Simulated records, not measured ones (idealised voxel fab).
Title: Process Module voxel wiring stack
Cross-sectional view cut (width: 205 nm; square cell size: 5 nm).
Each cross-section below is a grid of square cells, stated as bands in top-down order, with one or more rows of cells making up each band. What a band's entry tells you: where the top is and where the bottom is, as heights in nm, and after that what lies inside, material by material from left to right, each with its width in nm. Empty space is written as the word "blank", and a single material marked with the word "everywhere" occupies the band from edge to edge. Note: height 0 marks the level under which the wafer is uniformly one material as received. Lowest band unbounded below, written "z 0 and below". The width entry "30->40" should be interpreted row by row: the top row of cells in the band takes the first number, the bottom row takes the second number, and the change between adjacent rows is uniform throughout. "no modifications" means the step left every cell of the cross-section as it was. The list in "Sealed internal cavities" covers empty spaces of 8 cells or more that cannot reach the top through any open way, and it gives each as width x height at distance; the distance is from the left edge, and width, height and distance are in nm. Anything after a step's settings on that line? It's the simulator's own note about the step. overlay nm: step with mask; distance mask lay right of planned place; negative value = left of planned place.

**Planned step list for the process**
- 1: RECEIVE with material Si
- 2: CONFORMAL_DEP with material SiO2, thk nm 10
- 3: CONFORMAL_DEP with material SiCN, thk nm 5
- 4: DIRECTIONAL_DEP with material SiO2, thk nm 25
- 5: PATTERN with tone open, mask id METAL_1, material resist, width nm 25, pitch nm 40, thk nm 15, overlay nm 0
- 6: DIRECTIONAL_ETCH with etch materials SiO2, depth nm 25
- 7: DIRECTIONAL_ETCH with etch materials SiCN, depth nm 5
- 8: STRIP with etch materials resist
- 9: CONFORMAL_DEP with material TiN, thk nm 5
- 10: FILL_DEP with material Cu, thk nm 5
- 11: CMP with height nm 40
- 12: EPI with material Ru, thk nm 5
- 13: FILL_DEP with material SiCN, thk nm 5
- 14: DIRECTIONAL_DEP with material SiO2, thk nm 10
- 15: MASKED_ETCH with tone open, mask id PLUG_1, width nm 15, pitch nm 40, etch materials SiO2, depth nm 10, overlay nm 0
- 16: MASKED_ETCH with tone open, mask id PLUG_1, width nm 15, pitch nm 40, etch materials SiCN, depth nm 5, overlay nm 0
- 17: EPI with material Ru, thk nm 10
- 18: EPI with material Ru, thk nm 5
- 19: CONFORMAL_DEP with material SiN, thk nm 5
- 20: DIRECTIONAL_DEP with material SiO2, thk nm 25
- 21: MASKED_ETCH with tone open, mask id METAL_2, width nm 25, pitch nm 40, etch materials SiO2, depth nm 25, overlay nm 0
- 22: MASKED_ETCH with tone open, mask id METAL_2, width nm 25, pitch nm 40, etch materials SiN, depth nm 5, overlay nm 0
- 23: CONFORMAL_DEP with material TiN, thk nm 5
- 24: FILL_DEP with material Cu, thk nm 5
- 25: CMP with height nm 90
- 26: CONFORMAL_DEP with material SiCN, thk nm 5
- 27: DIRECTIONAL_DEP with material lowk, thk nm 15
- 28: MASKED_ETCH with tone open, mask id PLUG_2, width nm 15, pitch nm 40, etch materials lowk, depth nm 15, overlay nm 0
- 29: MASKED_ETCH with tone open, mask id PLUG_2, width nm 15, pitch nm 40, etch materials SiCN, depth nm 5, overlay nm 0
- 30: EPI with material Ru, thk nm 10
- 31: EPI with material Ru, thk nm 10
- 32: CONFORMAL_DEP with material SiCN, thk nm 5
- 33: DIRECTIONAL_DEP with material lowk, thk nm 20
- 34: DIRECTIONAL_DEP with material aC, thk nm 15
- 35: PATTERN with tone open, mask id METAL_3, material resist, width nm 25, pitch nm 40, thk nm 35, overlay nm 0
- 36: DIRECTIONAL_ETCH with etch materials aC, depth nm 15
- 37: STRIP with etch materials resist
- 38: DIRECTIONAL_ETCH with etch materials lowk, depth nm 20
- 39: DIRECTIONAL_ETCH with etch materials SiCN, depth nm 5
- 40: STRIP with etch materials aC
- 41: CONFORMAL_DEP with material TiN, thk nm 5
- 42: FILL_DEP with material Cu, thk nm 10
- 43: CMP with height nm 135
- 44: CONFORMAL_DEP with material SiN, thk nm 5

**Received-state cross-section, reflecting completion of step 1**
* z 0 and below  Si everywhere
* Sealed internal cavities: none

**The first of the two wafers as seen in cross-section once the module was finished; processing followed the plan**
* z 140 to 135  SiN everywhere
* z 135 to 115  lowk 30, then TiN 5, then Cu 15, then TiN 5, then lowk 15, then TiN 5, then Cu 15, then TiN 5, then lowk 15, then TiN 5, then Cu 15, then TiN 5, then lowk 15, then TiN 5, then Cu 15, then TiN 5, then lowk 30
* z 115 to 110  SiCN 30, then TiN 25, then SiCN 15, then TiN 25, then SiCN 15, then TiN 25, then SiCN 15, then TiN 25, then SiCN 30
* z 110 to 95  lowk 30, then Ru 15, then lowk 25, then Ru 15, then lowk 25, then Ru 15, then lowk 25, then Ru 15, then lowk 40
* z 95 to 90  SiCN 30, then Ru 15, then SiCN 25, then Ru 15, then SiCN 25, then Ru 15, then SiCN 25, then Ru 15, then SiCN 40
* z 90 to 65  SiO2 30, then TiN 5, then Cu 15, then TiN 5, then SiO2 15, then TiN 5, then Cu 15, then TiN 5, then SiO2 15, then TiN 5, then Cu 15, then TiN 5, then SiO2 15, then TiN 5, then Cu 15, then TiN 5, then SiO2 30
* z 65 to 60  SiN 30, then TiN 25, then SiN 15, then TiN 25, then SiN 15, then TiN 25, then SiN 15, then TiN 25, then SiN 30
* z 60 to 50  SiO2 30, then Ru 15, then SiO2 25, then Ru 15, then SiO2 25, then Ru 15, then SiO2 25, then Ru 15, then SiO2 40
* z 50 to 40  SiCN 30->25, then Ru 15->35, then SiCN 25->5, then Ru 15->35, then SiCN 25->5, then Ru 15->35, then SiCN 25->5, then Ru 15->35, then SiCN 40->25
* z 40 to 15  SiO2 30, then TiN 5, then Cu 15, then TiN 5, then SiO2 15, then TiN 5, then Cu 15, then TiN 5, then SiO2 15, then TiN 5, then Cu 15, then TiN 5, then SiO2 15, then TiN 5, then Cu 15, then TiN 5, then SiO2 30
* z 15 to 10  SiCN 30, then TiN 25, then SiCN 15, then TiN 25, then SiCN 15, then TiN 25, then SiCN 15, then TiN 25, then SiCN 30
* z 10 to 0  SiO2 everywhere
* z 0 and below  Si everywhere
* Sealed internal cavities: none

**The second wafer, shown in cross-section after the module: started the same way as the first and given the same plan, yet one mistake crept into how it was run**
* z 140 to 135  SiN everywhere
* z 135 to 130  SiCN 30, then TiN 25, then SiCN 15, then TiN 25, then SiCN 15, then TiN 25, then SiCN 15, then TiN 25, then SiCN 30
* z 130 to 110  lowk everywhere
* z 110 to 95  lowk 30, then Ru 15, then lowk 25, then Ru 15, then lowk 25, then Ru 15, then lowk 25, then Ru 15, then lowk 40
* z 95 to 90  SiCN 30, then Ru 15, then SiCN 25, then Ru 15, then SiCN 25, then Ru 15, then SiCN 25, then Ru 15, then SiCN 40
* z 90 to 65  SiO2 30, then TiN 5, then Cu 15, then TiN 5, then SiO2 15, then TiN 5, then Cu 15, then TiN 5, then SiO2 15, then TiN 5, then Cu 15, then TiN 5, then SiO2 15, then TiN 5, then Cu 15, then TiN 5, then SiO2 30
* z 65 to 60  SiN 30, then TiN 25, then SiN 15, then TiN 25, then SiN 15, then TiN 25, then SiN 15, then TiN 25, then SiN 30
* z 60 to 50  SiO2 30, then Ru 15, then SiO2 25, then Ru 15, then SiO2 25, then Ru 15, then SiO2 25, then Ru 15, then SiO2 40
* z 50 to 40  SiCN 30->25, then Ru 15->35, then SiCN 25->5, then Ru 15->35, then SiCN 25->5, then Ru 15->35, then SiCN 25->5, then Ru 15->35, then SiCN 40->25
* z 40 to 15  SiO2 30, then TiN 5, then Cu 15, then TiN 5, then SiO2 15, then TiN 5, then Cu 15, then TiN 5, then SiO2 15, then TiN 5, then Cu 15, then TiN 5, then SiO2 15, then TiN 5, then Cu 15, then TiN 5, then SiO2 30
* z 15 to 10  SiCN 30, then TiN 25, then SiCN 15, then TiN 25, then SiCN 15, then TiN 25, then SiCN 15, then TiN 25, then SiCN 30
* z 10 to 0  SiO2 everywhere
* z 0 and below  Si everywhere
* Sealed internal cavities: none
So what did we get wrong on this run? steps 32 and 33 traded places in the executed sequence
End check, counted in cells, second wafer has more or fewer of these materials than the first: Cu: 48 fewer; TiN: 32 fewer; lowk: 80 more
